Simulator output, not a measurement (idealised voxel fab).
process module | voxel self aligned vias
cross-section cut | 230 nm wide | cells 5 nm
A cross-section is a grid of square cells, given in bands from the top down. A band is one or more rows of cells.
Each band's line starts with the height of the band's top and of its bottom, in nm. Then come its materials from left to right, each with its width in nm. One material with "throughout" fills the band from edge to edge. "air" is empty space.
Height 0 is the level under which the wafer as received is all one material. The lowest band goes on downwards, as in "0 down".
A width such as "30 to 40" changes by the same amount from each row of cells to the next, from the band's top row to its bottom row.
"no change" after a step means that no cell of the cross-section changed.
closed voids: empty space of 8 cells or more with no open way to the top, each as width x height at its distance from the left edge, in nm
after a step's settings: what the simulator itself notes on the step
overlay nm, on a step with a mask: how far to the right of its planned place the mask lay; to the left if negative
Each pair below shows a cross-section before one step and the cross-section after it, down to the lowest band that changed. The line under each pair gives the step between them, with its settings. The pairs can come from different runs of this module on the same starting wafer, so a pair continues from the pair above only where its "before" says so.
before
  0 down: Si throughout
  closed voids: none
after
  10 to 0: SiO2 throughout
  below 0: unchanged
  closed voids: none
the step between: op CONFORMAL_DEP | material SiO2 | thk nm 10
before: the cross-section after the pair above
after
  15 to 10: SiCN throughout
  below 10: unchanged
  closed voids: none
the step between: op CONFORMAL_DEP | material SiCN | thk nm 5
before: the cross-section after the pair above
after
  45 to 15: SiO2 throughout
  below 15: unchanged
  closed voids: none
the step between: op DIRECTIONAL_DEP | material SiO2 | thk nm 30
before: the cross-section after the pair above
after
  45 to 15: SiO2 80 | air 20 | SiO2 30 | air 20 | SiO2 80
  below 15: unchanged
  closed voids: none
the step between: op MASKED_ETCH | tone open | mask id LINES | width nm 20 | pitch nm 50 | etch materials SiO2 | depth nm 30 | overlay nm 0
before: the cross-section after the pair above
after
  50 to 45: TiN 85 | air 10 | TiN 40 | air 10 | TiN 85
  45 to 20: SiO2 80 | TiN 5 | air 10 | TiN 5 | SiO2 30 | TiN 5 | air 10 | TiN 5 | SiO2 80
  20 to 15: SiO2 80 | TiN 20 | SiO2 30 | TiN 20 | SiO2 80
  below 15: unchanged
  closed voids: none
the step between: op CONFORMAL_DEP | material TiN | thk nm 5
before: the cross-section after the pair above
after
  60 to 50: Ru throughout
  50 to 45: TiN 85 | Ru 10 | TiN 40 | Ru 10 | TiN 85
  45 to 20: SiO2 80 | TiN 5 | Ru 10 | TiN 5 | SiO2 30 | TiN 5 | Ru 10 | TiN 5 | SiO2 80
  below 20: unchanged
  closed voids: none
the step between: op FILL_DEP | material Ru | thk nm 10
before: the cross-section after the pair above
after
  45 to 20: SiO2 80 | TiN 5 | Ru 10 | TiN 5 | SiO2 30 | TiN 5 | Ru 10 | TiN 5 | SiO2 80
  below 20: unchanged
  closed voids: none
the step between: op CMP | height nm 45
before: the cross-section after the pair above
after
  45 to 35: SiO2 80 | air 20 | SiO2 30 | air 20 | SiO2 80
  below 35: unchanged
  closed voids: none
the step between: op SELECTIVE_ETCH | etch materials W Ru TiN | depth nm 10
before: the cross-section after the pair above
after
  55 to 45: SiN throughout
  45 to 35: SiO2 80 | SiN 20 | SiO2 30 | SiN 20 | SiO2 80
  below 35: unchanged
  closed voids: none
the step between: op FILL_DEP | material SiN | thk nm 10
before: the cross-section after the pair above
after
  45 to 35: SiO2 80 | SiN 20 | SiO2 30 | SiN 20 | SiO2 80
  below 35: unchanged
  closed voids: none
the step between: op CMP | height nm 45
before: the cross-section after the pair above
after
  60 to 45: SiO2 throughout
  below 45: unchanged
  closed voids: none
the step between: op DIRECTIONAL_DEP | material SiO2 | thk nm 15
before: the cross-section after the pair above
after
  80 to 60: resist 75 | air 30 | resist 125
  below 60: unchanged
  closed voids: none
the step between: op PATTERN | tone open | mask id VIAS | material resist | width nm 30 | thk nm 20 | overlay nm 0
before: the cross-section after the pair above
after
  80 to 60: resist 75 | air 30 | resist 125
  60 to 45: SiO2 75 | air 30 | SiO2 125
  below 45: unchanged
  closed voids: none
the step between: op DIRECTIONAL_ETCH | etch materials SiO2 | depth nm 15
before: the cross-section after the pair above
after
  80 to 60: resist 75 | air 30 | resist 125
  60 to 45: SiO2 75 | air 30 | SiO2 125
  45 to 35: SiO2 80 | air 20 | SiO2 30 | SiN 20 | SiO2 80
  below 35: unchanged
  closed voids: none
the step between: op DIRECTIONAL_ETCH | etch materials SiN | depth nm 10
before: the cross-section after the pair above
after
  60 to 45: SiO2 75 | air 30 | SiO2 125
  below 45: unchanged
  closed voids: none
the step between: op STRIP | etch materials resist
before: the cross-section after the pair above
after
  65 to 60: TiN 80 | air 20 | TiN 130
  60 to 50: SiO2 75 | TiN 5 | air 20 | TiN 5 | SiO2 125
  50 to 45: SiO2 75 | TiN 10 | air 10 | TiN 10 | SiO2 125
  45 to 40: SiO2 80 | TiN 5 | air 10 | TiN 5 | SiO2 30 | SiN 20 | SiO2 80
  40 to 35: SiO2 80 | TiN 20 | SiO2 30 | SiN 20 | SiO2 80
  below 35: unchanged
  closed voids: none
the step between: op CONFORMAL_DEP | material TiN | thk nm 5
before: the cross-section after the pair above
after
  70 to 65: W throughout
  65 to 60: TiN 80 | W 20 | TiN 130
  60 to 50: SiO2 75 | TiN 5 | W 20 | TiN 5 | SiO2 125
  50 to 45: SiO2 75 | TiN 10 | W 10 | TiN 10 | SiO2 125
  45 to 40: SiO2 80 | TiN 5 | W 10 | TiN 5 | SiO2 30 | SiN 20 | SiO2 80
  below 40: unchanged
  closed voids: none
the step between: op FILL_DEP | material W | thk nm 5
before: the cross-section after the pair above
after
  60 to 50: SiO2 75 | TiN 5 | W 20 | TiN 5 | SiO2 125
  below 50: unchanged
  closed voids: none
the step between: op CMP | height nm 60
before: the cross-section after the pair above
after
  65 to 60: SiCN throughout
  below 60: unchanged
  closed voids: none
the step between: op CONFORMAL_DEP | material SiCN | thk nm 5
before
  10 to 0: SiO2 throughout
  0 down: Si throughout
  closed voids: none
after
  40 to 0: SiO2 throughout
  below 0: unchanged
  closed voids: none
the step between: op DIRECTIONAL_DEP | material SiO2 | thk nm 30
before: the cross-section after the pair above
after
  40 to 10: SiO2 80 | air 20 | SiO2 30 | air 20 | SiO2 80
  below 10: unchanged
  closed voids: none
the step between: op MASKED_ETCH | tone open | mask id LINES | width nm 20 | pitch nm 50 | etch materials SiO2 | depth nm 30 | overlay nm 0
before: the cross-section after the pair above
after
  45 to 40: TiN 85 | air 10 | TiN 40 | air 10 | TiN 85
  40 to 15: SiO2 80 | TiN 5 | air 10 | TiN 5 | SiO2 30 | TiN 5 | air 10 | TiN 5 | SiO2 80
  15 to 10: SiO2 80 | TiN 20 | SiO2 30 | TiN 20 | SiO2 80
  below 10: unchanged
  closed voids: none
the step between: op CONFORMAL_DEP | material TiN | thk nm 5
before: the cross-section after the pair above
after
  55 to 45: Ru throughout
  45 to 40: TiN 85 | Ru 10 | TiN 40 | Ru 10 | TiN 85
  40 to 15: SiO2 80 | TiN 5 | Ru 10 | TiN 5 | SiO2 30 | TiN 5 | Ru 10 | TiN 5 | SiO2 80
  below 15: unchanged
  closed voids: none
the step between: op FILL_DEP | material Ru | thk nm 10
before: the cross-section after the pair above
after
  45 to 40: TiN 85 | Ru 10 | TiN 40 | Ru 10 | TiN 85
  below 40: unchanged
  closed voids: none
the step between: op CMP | height nm 45
before: the cross-section after the pair above
after
  40 to 35: SiO2 80 | air 20 | SiO2 30 | air 20 | SiO2 80
  below 35: unchanged
  closed voids: none
the step between: op SELECTIVE_ETCH | etch materials W Ru TiN | depth nm 10
before: the cross-section after the pair above
after
  50 to 40: SiN throughout
  40 to 35: SiO2 80 | SiN 20 | SiO2 30 | SiN 20 | SiO2 80
  below 35: unchanged
  closed voids: none
the step between: op FILL_DEP | material SiN | thk nm 10
before: the cross-section after the pair above
after
  45 to 40: SiN throughout
  below 40: unchanged
  closed voids: none
the step between: op CMP | height nm 45
before: the cross-section after the pair above
after
  60 to 45: SiO2 throughout
  below 45: unchanged
  closed voids: none
the step between: op DIRECTIONAL_DEP | material SiO2 | thk nm 15
before: the cross-section after the pair above
after
  80 to 60: resist 75 | air 30 | resist 125
  below 60: unchanged
  closed voids: none
the step between: op PATTERN | tone open | mask id VIAS | material resist | width nm 30 | thk nm 20 | overlay nm 0
before: the cross-section after the pair above
after
  80 to 60: resist 75 | air 30 | resist 125
  60 to 45: SiO2 75 | air 30 | SiO2 125
  below 45: unchanged
  closed voids: none
the step between: op DIRECTIONAL_ETCH | etch materials SiO2 | depth nm 15
before: the cross-section after the pair above
after
  80 to 60: resist 75 | air 30 | resist 125
  60 to 45: SiO2 75 | air 30 | SiO2 125
  45 to 40: SiN 75 | air 30 | SiN 125
  40 to 35: SiO2 80 | air 20 | SiO2 30 | SiN 20 | SiO2 80
  below 35: unchanged
  closed voids: none
the step between: op DIRECTIONAL_ETCH | etch materials SiN | depth nm 10
before: the cross-section after the pair above
after
  60 to 45: SiO2 75 | air 30 | SiO2 125
  below 45: unchanged
  closed voids: none
the step between: op STRIP | etch materials resist
before: the cross-section after the pair above
after
  65 to 60: TiN 80 | air 20 | TiN 130
  60 to 45: SiO2 75 | TiN 5 | air 20 | TiN 5 | SiO2 125
  45 to 40: SiN 75 | TiN 10 | air 10 | TiN 10 | SiN 125
  40 to 35: SiO2 80 | TiN 20 | SiO2 30 | SiN 20 | SiO2 80
  below 35: unchanged
  closed voids: none
the step between: op CONFORMAL_DEP | material TiN | thk nm 5
before: the cross-section after the pair above
after
  70 to 65: W throughout
  65 to 60: TiN 80 | W 20 | TiN 130
  60 to 45: SiO2 75 | TiN 5 | W 20 | TiN 5 | SiO2 125
  45 to 40: SiN 75 | TiN 10 | W 10 | TiN 10 | SiN 125
  below 40: unchanged
  closed voids: none
the step between: op FILL_DEP | material W | thk nm 5
before: the cross-section after the pair above
after
  60 to 45: SiO2 75 | TiN 5 | W 20 | TiN 5 | SiO2 125
  below 45: unchanged
  closed voids: none
the step between: op CMP | height nm 60
before: the cross-section after the pair above
after
  65 to 60: SiCN throughout
  below 60: unchanged
  closed voids: none
the step between: op CONFORMAL_DEP | material SiCN | thk nm 5
before
  80 to 60: resist 75 | air 30 | resist 125
  60 to 45: SiO2 75 | air 30 | SiO2 125
  45 to 35: SiO2 80 | SiN 20 | SiO2 30 | SiN 20 | SiO2 80
  35 to 20: SiO2 80 | TiN 5 | Ru 10 | TiN 5 | SiO2 30 | TiN 5 | Ru 10 | TiN 5 | SiO2 80
  20 to 15: SiO2 80 | TiN 20 | SiO2 30 | TiN 20 | SiO2 80
  15 to 10: SiCN throughout
  10 to 0: SiO2 throughout
  0 down: Si throughout
  closed voids: none
after
  80 to 60: resist 75 | air 30 | resist 125
  60 to 45: SiO2 75 | air 30 | SiO2 125
  45 to 35: SiO2 75 | air 5 | SiN 20 | air 5 | SiO2 25 | SiN 20 | SiO2 80
  35 to 30: SiO2 75 | air 5 | TiN 5 | Ru 10 | TiN 5 | air 5 | SiO2 25 | TiN 5 | Ru 10 | TiN 5 | SiO2 80
  below 30: unchanged
  closed voids: none
the step between: op DIRECTIONAL_ETCH | etch materials SiO2 | depth nm 15
before: the cross-section after the pair above
after
  80 to 60: resist 75 | air 30 | resist 125
  60 to 45: SiO2 75 | air 30 | SiO2 125
  45 to 35: SiO2 75 | air 30 | SiO2 25 | SiN 20 | SiO2 80
  below 35: unchanged
  closed voids: none
the step between: op DIRECTIONAL_ETCH | etch materials SiN | depth nm 10
before: the cross-section after the pair above
after
  60 to 45: SiO2 75 | air 30 | SiO2 125
  below 45: unchanged
  closed voids: none
the step between: op STRIP | etch materials resist
before: the cross-section after the pair above
after
  65 to 60: TiN 80 | air 20 | TiN 130
  60 to 45: SiO2 75 | TiN 5 | air 20 | TiN 5 | SiO2 125
  45 to 40: SiO2 75 | TiN 5 | air 20 | TiN 5 | SiO2 25 | SiN 20 | SiO2 80
  40 to 35: SiO2 75 | TiN 30 | SiO2 25 | SiN 20 | SiO2 80
  35 to 30: SiO2 75 | TiN 10 | Ru 10 | TiN 10 | SiO2 25 | TiN 5 | Ru 10 | TiN 5 | SiO2 80
  below 30: unchanged
  closed voids: none
the step between: op CONFORMAL_DEP | material TiN | thk nm 5
before: the cross-section after the pair above
after
  70 to 65: W throughout
  65 to 60: TiN 80 | W 20 | TiN 130
  60 to 45: SiO2 75 | TiN 5 | W 20 | TiN 5 | SiO2 125
  45 to 40: SiO2 75 | TiN 5 | W 20 | TiN 5 | SiO2 25 | SiN 20 | SiO2 80
  below 40: unchanged
  closed voids: none
the step between: op FILL_DEP | material W | thk nm 5
before: the cross-section after the pair above
after
  60 to 45: SiO2 75 | TiN 5 | W 20 | TiN 5 | SiO2 125
  below 45: unchanged
  closed voids: none
the step between: op CMP | height nm 60
before: the cross-section after the pair above
after
  65 to 60: SiCN throughout
  below 60: unchanged
  closed voids: none
the step between: op CONFORMAL_DEP | material SiCN | thk nm 5
before
  40 to 0: SiO2 throughout
  0 down: Si throughout
  closed voids: none
after
  45 to 40: SiCN throughout
  below 40: unchanged
  closed voids: none
the step between: op CONFORMAL_DEP | material SiCN | thk nm 5
before: the cross-section after the pair above
after
  50 to 45: TiN throughout
  below 45: unchanged
  closed voids: none
the step between: op CONFORMAL_DEP | material TiN | thk nm 5
before: the cross-section after the pair above
after
  60 to 50: Ru throughout
  below 50: unchanged
  closed voids: none
the step between: op FILL_DEP | material Ru | thk nm 10
before: the cross-section after the pair above
after
  45 to 40: SiCN throughout
  below 40: unchanged
  closed voids: none
the step between: op CMP | height nm 45
before: the cross-section after the pair above
after
  55 to 45: SiN throughout
  below 45: unchanged
  closed voids: none
the step between: op FILL_DEP | material SiN | thk nm 10
before: the cross-section after the pair above
after
  45 to 40: SiCN throughout
  below 40: unchanged
  closed voids: none
the step between: op CMP | height nm 45
before: the cross-section after the pair above
after
  60 to 45: SiO2 throughout
  below 45: unchanged
  closed voids: none
the step between: op DIRECTIONAL_DEP | material SiO2 | thk nm 15
before: the cross-section after the pair above
after
  80 to 60: resist 75 | air 30 | resist 125
  below 60: unchanged
  closed voids: none
the step between: op PATTERN | tone open | mask id VIAS | material resist | width nm 30 | thk nm 20 | overlay nm 0
before: the cross-section after the pair above
after
  80 to 60: resist 75 | air 30 | resist 125
  60 to 45: SiO2 75 | air 30 | SiO2 125
  below 45: unchanged
  closed voids: none
the step between: op DIRECTIONAL_ETCH | etch materials SiO2 | depth nm 15
before: the cross-section after the pair above
after
  60 to 45: SiO2 75 | air 30 | SiO2 125
  below 45: unchanged
  closed voids: none
the step between: op STRIP | etch materials resist
before: the cross-section after the pair above
after
  65 to 60: TiN 80 | air 20 | TiN 130
  60 to 50: SiO2 75 | TiN 5 | air 20 | TiN 5 | SiO2 125
  50 to 45: SiO2 75 | TiN 30 | SiO2 125
  below 45: unchanged
  closed voids: none
the step between: op CONFORMAL_DEP | material TiN | thk nm 5
before: the cross-section after the pair above
after
  70 to 65: W throughout
  65 to 60: TiN 80 | W 20 | TiN 130
  60 to 50: SiO2 75 | TiN 5 | W 20 | TiN 5 | SiO2 125
  below 50: unchanged
  closed voids: none
the step between: op FILL_DEP | material W | thk nm 5
before: the cross-section after the pair above
after
  60 to 50: SiO2 75 | TiN 5 | W 20 | TiN 5 | SiO2 125
  below 50: unchanged
  closed voids: none
the step between: op CMP | height nm 60
before: the cross-section after the pair above
after
  65 to 60: SiCN throughout
  below 60: unchanged
  closed voids: none
the step between: op CONFORMAL_DEP | material SiCN | thk nm 5
before
  80 to 60: resist 75 | air 30 | resist 125
  60 to 45: SiO2 throughout
  45 to 35: SiO2 80 | SiN 20 | SiO2 30 | SiN 20 | SiO2 80
  35 to 20: SiO2 80 | TiN 5 | Ru 10 | TiN 5 | SiO2 30 | TiN 5 | Ru 10 | TiN 5 | SiO2 80
  20 to 15: SiO2 80 | TiN 20 | SiO2 30 | TiN 20 | SiO2 80
  15 to 10: SiCN throughout
  10 to 0: SiO2 throughout
  0 down: Si throughout
  closed voids: none
after
  80 to 60: resist 75 | air 30 | resist 125
  60 to 45: SiO2 75 | air 30 | SiO2 125
  45 to 35: SiO2 75 | air 5 | SiN 20 | air 5 | SiO2 25 | SiN 20 | SiO2 80
  below 35: unchanged
  closed voids: none
the step between: op DIRECTIONAL_ETCH | etch materials SiO2 | depth nm 25
before: the cross-section after the pair above
after
  80 to 60: resist 75 | air 30 | resist 125
  60 to 45: SiO2 75 | air 30 | SiO2 125
  45 to 35: SiO2 75 | air 30 | SiO2 25 | SiN 20 | SiO2 80
  below 35: unchanged
  closed voids: none
the step between: op DIRECTIONAL_ETCH | etch materials SiN | depth nm 10
before: the cross-section after the pair above
after
  60 to 45: SiO2 75 | air 30 | SiO2 125
  below 45: unchanged
  closed voids: none
the step between: op STRIP | etch materials resist
before: the cross-section after the pair above
after
  65 to 60: TiN 80 | air 20 | TiN 130
  60 to 45: SiO2 75 | TiN 5 | air 20 | TiN 5 | SiO2 125
  45 to 40: SiO2 75 | TiN 5 | air 20 | TiN 5 | SiO2 25 | SiN 20 | SiO2 80
  40 to 35: SiO2 75 | TiN 30 | SiO2 25 | SiN 20 | SiO2 80
  below 35: unchanged
  closed voids: none
the step between: op CONFORMAL_DEP | material TiN | thk nm 5
before: the cross-section after the pair above
after
  70 to 65: W throughout
  65 to 60: TiN 80 | W 20 | TiN 130
  60 to 45: SiO2 75 | TiN 5 | W 20 | TiN 5 | SiO2 125
  45 to 40: SiO2 75 | TiN 5 | W 20 | TiN 5 | SiO2 25 | SiN 20 | SiO2 80
  below 40: unchanged
  closed voids: none
the step between: op FILL_DEP | material W | thk nm 5
before: the cross-section after the pair above
after
  60 to 45: SiO2 75 | TiN 5 | W 20 | TiN 5 | SiO2 125
  below 45: unchanged
  closed voids: none
the step between: op CMP | height nm 60
before: the cross-section after the pair above
after
  65 to 60: SiCN throughout
  below 60: unchanged
  closed voids: none
the step between: op CONFORMAL_DEP | material SiCN | thk nm 5
before
  60 to 45: SiO2 throughout
  45 to 35: SiO2 80 | SiN 20 | SiO2 30 | SiN 20 | SiO2 80
  35 to 20: SiO2 80 | TiN 5 | Ru 10 | TiN 5 | SiO2 30 | TiN 5 | Ru 10 | TiN 5 | SiO2 80
  20 to 15: SiO2 80 | TiN 20 | SiO2 30 | TiN 20 | SiO2 80
  15 to 10: SiCN throughout
  10 to 0: SiO2 throughout
  0 down: Si throughout
  closed voids: none
after
  80 to 60: resist 70 | air 40 | resist 120
  below 60: unchanged
  closed voids: none
the step between: op PATTERN | tone open | mask id VIAS | material resist | width nm 40 | thk nm 20 | overlay nm 0
before: the cross-section after the pair above
after
  80 to 60: resist 70 | air 40 | resist 120
  60 to 45: SiO2 70 | air 40 | SiO2 120
  below 45: unchanged
  closed voids: none
the step between: op DIRECTIONAL_ETCH | etch materials SiO2 | depth nm 15
before: the cross-section after the pair above
after
  80 to 60: resist 70 | air 40 | resist 120
  60 to 45: SiO2 70 | air 40 | SiO2 120
  45 to 35: SiO2 80 | air 20 | SiO2 30 | SiN 20 | SiO2 80
  below 35: unchanged
  closed voids: none
the step between: op DIRECTIONAL_ETCH | etch materials SiN | depth nm 10
before: the cross-section after the pair above
after
  60 to 45: SiO2 70 | air 40 | SiO2 120
  below 45: unchanged
  closed voids: none
the step between: op STRIP | etch materials resist
before: the cross-section after the pair above
after
  65 to 60: TiN 75 | air 30 | TiN 125
  60 to 50: SiO2 70 | TiN 5 | air 30 | TiN 5 | SiO2 120
  50 to 45: SiO2 70 | TiN 15 | air 10 | TiN 15 | SiO2 120
  45 to 40: SiO2 80 | TiN 5 | air 10 | TiN 5 | SiO2 30 | SiN 20 | SiO2 80
  40 to 35: SiO2 80 | TiN 20 | SiO2 30 | SiN 20 | SiO2 80
  below 35: unchanged
  closed voids: none
the step between: op CONFORMAL_DEP | material TiN | thk nm 5
before: the cross-section after the pair above
after
  70 to 65: W throughout
  65 to 60: TiN 75 | W 30 | TiN 125
  60 to 50: SiO2 70 | TiN 5 | W 30 | TiN 5 | SiO2 120
  50 to 45: SiO2 70 | TiN 15 | W 10 | TiN 15 | SiO2 120
  45 to 40: SiO2 80 | TiN 5 | W 10 | TiN 5 | SiO2 30 | SiN 20 | SiO2 80
  below 40: unchanged
  closed voids: none
the step between: op FILL_DEP | material W | thk nm 5
before: the cross-section after the pair above
after
  60 to 50: SiO2 70 | TiN 5 | W 30 | TiN 5 | SiO2 120
  below 50: unchanged
  closed voids: none
the step between: op CMP | height nm 60
before: the cross-section after the pair above
after
  65 to 60: SiCN throughout
  below 60: unchanged
  closed voids: none
the step between: op CONFORMAL_DEP | material SiCN | thk nm 5
before
  60 to 45: SiO2 throughout
  45 to 35: SiO2 80 | SiN 20 | SiO2 30 | SiN 20 | SiO2 80
  35 to 20: SiO2 80 | TiN 5 | Ru 10 | TiN 5 | SiO2 30 | TiN 5 | Ru 10 | TiN 5 | SiO2 80
  20 to 15: SiO2 80 | TiN 20 | SiO2 30 | TiN 20 | SiO2 80
  15 to 10: SiCN throughout
  10 to 0: SiO2 throughout
  0 down: Si throughout
  closed voids: none
after
  80 to 60: resist 65 | air 30 | resist 135
  below 60: unchanged
  closed voids: none
the step between: op PATTERN | tone open | mask id VIAS | material resist | width nm 30 | thk nm 20 | overlay nm -10
before: the cross-section after the pair above
after
  80 to 60: resist 65 | air 30 | resist 135
  60 to 45: SiO2 65 | air 30 | SiO2 135
  below 45: unchanged
  closed voids: none
the step between: op DIRECTIONAL_ETCH | etch materials SiO2 | depth nm 15
before: the cross-section after the pair above
after
  80 to 60: resist 65 | air 30 | resist 135
  60 to 45: SiO2 65 | air 30 | SiO2 135
  45 to 35: SiO2 80 | air 15 | SiN 5 | SiO2 30 | SiN 20 | SiO2 80
  below 35: unchanged
  closed voids: none
the step between: op DIRECTIONAL_ETCH | etch materials SiN | depth nm 10
before: the cross-section after the pair above
after
  60 to 45: SiO2 65 | air 30 | SiO2 135
  below 45: unchanged
  closed voids: none
the step between: op STRIP | etch materials resist
before: the cross-section after the pair above
after
  65 to 60: TiN 70 | air 20 | TiN 140
  60 to 50: SiO2 65 | TiN 5 | air 20 | TiN 5 | SiO2 135
  50 to 45: SiO2 65 | TiN 20 | air 5 | TiN 5 | SiO2 135
  45 to 40: SiO2 80 | TiN 5 | air 5 | TiN 5 | SiN 5 | SiO2 30 | SiN 20 | SiO2 80
  40 to 35: SiO2 80 | TiN 15 | SiN 5 | SiO2 30 | SiN 20 | SiO2 80
  below 35: unchanged
  closed voids: none
the step between: op CONFORMAL_DEP | material TiN | thk nm 5
before: the cross-section after the pair above
after
  70 to 65: W throughout
  65 to 60: TiN 70 | W 20 | TiN 140
  60 to 50: SiO2 65 | TiN 5 | W 20 | TiN 5 | SiO2 135
  50 to 45: SiO2 65 | TiN 20 | W 5 | TiN 5 | SiO2 135
  45 to 40: SiO2 80 | TiN 5 | W 5 | TiN 5 | SiN 5 | SiO2 30 | SiN 20 | SiO2 80
  below 40: unchanged
  closed voids: none
the step between: op FILL_DEP | material W | thk nm 5
before: the cross-section after the pair above
after
  60 to 50: SiO2 65 | TiN 5 | W 20 | TiN 5 | SiO2 135
  below 50: unchanged
  closed voids: none
the step between: op CMP | height nm 60
before: the cross-section after the pair above
after
  65 to 60: SiCN throughout
  below 60: unchanged
  closed voids: none
the step between: op CONFORMAL_DEP | material SiCN | thk nm 5
before
  60 to 45: SiO2 75 | air 30 | SiO2 125
  45 to 35: SiO2 80 | air 20 | SiO2 30 | SiN 20 | SiO2 80
  35 to 20: SiO2 80 | TiN 5 | Ru 10 | TiN 5 | SiO2 30 | TiN 5 | Ru 10 | TiN 5 | SiO2 80
  20 to 15: SiO2 80 | TiN 20 | SiO2 30 | TiN 20 | SiO2 80
  15 to 10: SiCN throughout
  10 to 0: SiO2 throughout
  0 down: Si throughout
  closed voids: none
after
  65 to 50: SiO2 80 | air 20 | SiO2 130
  50 to 45: SiO2 85 | air 10 | SiO2 135
  45 to 40: SiO2 85 | air 10 | SiO2 35 | SiN 20 | SiO2 80
  40 to 35: SiO2 130 | SiN 20 | SiO2 80
  below 35: unchanged
  closed voids: none
the step between: op CONFORMAL_DEP | material SiO2 | thk nm 5
before: the cross-section after the pair above
after
  70 to 65: W throughout
  65 to 50: SiO2 80 | W 20 | SiO2 130
  50 to 45: SiO2 85 | W 10 | SiO2 135
  45 to 40: SiO2 85 | W 10 | SiO2 35 | SiN 20 | SiO2 80
  below 40: unchanged
  closed voids: none
the step between: op FILL_DEP | material W | thk nm 5
before: the cross-section after the pair above
after
  60 to 50: SiO2 80 | W 20 | SiO2 130
  below 50: unchanged
  closed voids: none
the step between: op CMP | height nm 60
before: the cross-section after the pair above
after
  65 to 60: SiCN throughout
  below 60: unchanged
  closed voids: none
the step between: op CONFORMAL_DEP | material SiCN | thk nm 5
before
  60 to 45: SiO2 throughout
  45 to 35: SiO2 80 | SiN 20 | SiO2 30 | SiN 20 | SiO2 80
  35 to 20: SiO2 80 | TiN 5 | Ru 10 | TiN 5 | SiO2 30 | TiN 5 | Ru 10 | TiN 5 | SiO2 80
  20 to 15: SiO2 80 | TiN 20 | SiO2 30 | TiN 20 | SiO2 80
  15 to 10: SiCN throughout
  10 to 0: SiO2 throughout
  0 down: Si throughout
  closed voids: none
after
  80 to 60: air 75 | resist 30 | air 125
  below 60: unchanged
  closed voids: none
the step between: op PATTERN | tone cover | mask id VIAS | material resist | width nm 30 | thk nm 20 | overlay nm 0
before: the cross-section after the pair above
after
  80 to 60: air 75 | resist 30 | air 125
  60 to 45: air 75 | SiO2 30 | air 125
  below 45: unchanged
  closed voids: none
the step between: op DIRECTIONAL_ETCH | etch materials SiO2 | depth nm 15
before: the cross-section after the pair above
after
  80 to 60: air 75 | resist 30 | air 125
  60 to 45: air 75 | SiO2 30 | air 125
  45 to 35: SiO2 80 | SiN 20 | SiO2 30 | air 20 | SiO2 80
  below 35: unchanged
  closed voids: none
the step between: op DIRECTIONAL_ETCH | etch materials SiN | depth nm 10
before: the cross-section after the pair above
after
  60 to 45: air 75 | SiO2 30 | air 125
  below 45: unchanged
  closed voids: none
the step between: op STRIP | etch materials resist
before: the cross-section after the pair above
after
  65 to 60: air 70 | TiN 40 | air 120
  60 to 50: air 70 | TiN 5 | SiO2 30 | TiN 5 | air 120
  50 to 45: TiN 75 | SiO2 30 | TiN 30 | air 10 | TiN 85
  45 to 40: SiO2 80 | SiN 20 | SiO2 30 | TiN 5 | air 10 | TiN 5 | SiO2 80
  40 to 35: SiO2 80 | SiN 20 | SiO2 30 | TiN 20 | SiO2 80
  below 35: unchanged
  closed voids: none
the step between: op CONFORMAL_DEP | material TiN | thk nm 5
before: the cross-section after the pair above
after
  70 to 65: W throughout
  65 to 60: W 70 | TiN 40 | W 120
  60 to 50: W 70 | TiN 5 | SiO2 30 | TiN 5 | W 120
  50 to 45: TiN 75 | SiO2 30 | TiN 30 | W 10 | TiN 85
  45 to 40: SiO2 80 | SiN 20 | SiO2 30 | TiN 5 | W 10 | TiN 5 | SiO2 80
  below 40: unchanged
  closed voids: none
the step between: op FILL_DEP | material W | thk nm 5
before: the cross-section after the pair above
after
  60 to 50: W 70 | TiN 5 | SiO2 30 | TiN 5 | W 120
  below 50: unchanged
  closed voids: none
the step between: op CMP | height nm 60
before: the cross-section after the pair above
after
  65 to 60: SiCN throughout
  below 60: unchanged
  closed voids: none
the step between: op CONFORMAL_DEP | material SiCN | thk nm 5
